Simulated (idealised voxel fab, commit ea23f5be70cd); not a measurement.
process module | voxel self aligned vias
cross-section cut | 255 nm wide | cells 5 nm
A cross-section is a grid of square cells, given in bands from the top down. A band is one or more rows of cells.
Each band's line starts with the height of the band's top and of its bottom, in nm. Then come its materials from left to right, each with its width in nm. One material with "throughout" fills the band from edge to edge. "air" is empty space.
Height 0 is the level under which the wafer as received is all one material. The lowest band goes on downwards, as in "0 down".
A width such as "30 to 40" changes by the same amount from each row of cells to the next, from the band's top row to its bottom row.
"no change" after a step means that no cell of the cross-section changed.
closed voids: empty space of 8 cells or more with no open way to the top, each as width x height at its distance from the left edge, in nm
after a step's settings: what the simulator itself notes on the step
overlay nm, on a step with a mask: how far to the right of its planned place the mask lay; to the left if negative
plan
1 op RECEIVE | material Si
2 op CONFORMAL_DEP | material SiO2 | thk nm 15
3 op CONFORMAL_DEP | material SiCN | thk nm 5
4 op DIRECTIONAL_DEP | material SiO2 | thk nm 30
5 op MASKED_ETCH | tone open | mask id LINES | width nm 25 | pitch nm 65 | etch materials SiO2 | depth nm 30 | overlay nm 0
6 op CONFORMAL_DEP | material TiN | thk nm 5
7 op FILL_DEP | material W | thk nm 5
8 op CMP | height nm 50
9 op SELECTIVE_ETCH | etch materials W Ru TiN | depth nm 5
10 op FILL_DEP | material SiN | thk nm 10
11 op CMP | height nm 50
12 op DIRECTIONAL_DEP | material SiO2 | thk nm 20
13 op MASKED_ETCH | tone open | mask id VIAS | width nm 45 | pitch nm 65 | etch materials SiO2 | depth nm 20 | overlay nm 0
14 op MASKED_ETCH | tone open | mask id VIAS | width nm 45 | pitch nm 65 | etch materials SiN | depth nm 5 | overlay nm 0
15 op CONFORMAL_DEP | material TiN | thk nm 5
16 op FILL_DEP | material Cu | thk nm 5
17 op CMP | height nm 70
18 op CONFORMAL_DEP | material SiCN | thk nm 5
as received, after step 1
  0 down: Si throughout
  closed voids: none
first wafer at the end, as planned
  75 to 70: SiCN throughout
  70 to 55: SiO2 40 | TiN 5 | Cu 35 | TiN 5 | SiO2 20 | TiN 5 | Cu 35 | TiN 5 | SiO2 20 | TiN 5 | Cu 35 | TiN 5 | SiO2 40
  55 to 50: SiO2 40 | TiN 15 | Cu 15 | TiN 15 | SiO2 20 | TiN 15 | Cu 15 | TiN 15 | SiO2 20 | TiN 15 | Cu 15 | TiN 15 | SiO2 40
  50 to 45: SiO2 50 | TiN 25 | SiO2 40 | TiN 25 | SiO2 40 | TiN 25 | SiO2 50
  45 to 25: SiO2 50 | TiN 5 | W 15 | TiN 5 | SiO2 40 | TiN 5 | W 15 | TiN 5 | SiO2 40 | TiN 5 | W 15 | TiN 5 | SiO2 50
  25 to 20: SiO2 50 | TiN 25 | SiO2 40 | TiN 25 | SiO2 40 | TiN 25 | SiO2 50
  20 to 15: SiCN throughout
  15 to 0: SiO2 throughout
  0 down: Si throughout
  closed voids: none
second wafer at the end: like start, like plan, one mistake
  75 to 70: SiCN throughout
  70 to 55: SiO2 40 | TiN 5 | Cu 35 | TiN 5 | SiO2 20 | TiN 5 | Cu 35 | TiN 5 | SiO2 20 | TiN 5 | Cu 35 | TiN 5 | SiO2 40
  55 to 50: SiO2 40 | TiN 15 | Cu 15 | TiN 15 | SiO2 20 | TiN 15 | Cu 15 | TiN 15 | SiO2 20 | TiN 15 | Cu 15 | TiN 15 | SiO2 40
  50 to 45: SiO2 50 | TiN 25 | SiO2 40 | TiN 25 | SiO2 40 | TiN 25 | SiO2 50
  45 to 40: SiO2 50 | TiN 5 | W 15 | TiN 5 | SiO2 40 | TiN 5 | W 15 | TiN 5 | SiO2 40 | TiN 5 | W 15 | TiN 5 | SiO2 50
  40 to 35: SiO2 50 | TiN 25 | SiO2 40 | TiN 25 | SiO2 40 | TiN 25 | SiO2 50
  35 to 30: SiCN throughout
  30 to 0: SiO2 throughout
  0 down: Si throughout
  closed voids: none
what went wrong: step 2 was run twice
at the end the second wafer has, in cells: 45 more of SiO2 | 18 fewer of TiN | 27 fewer of W
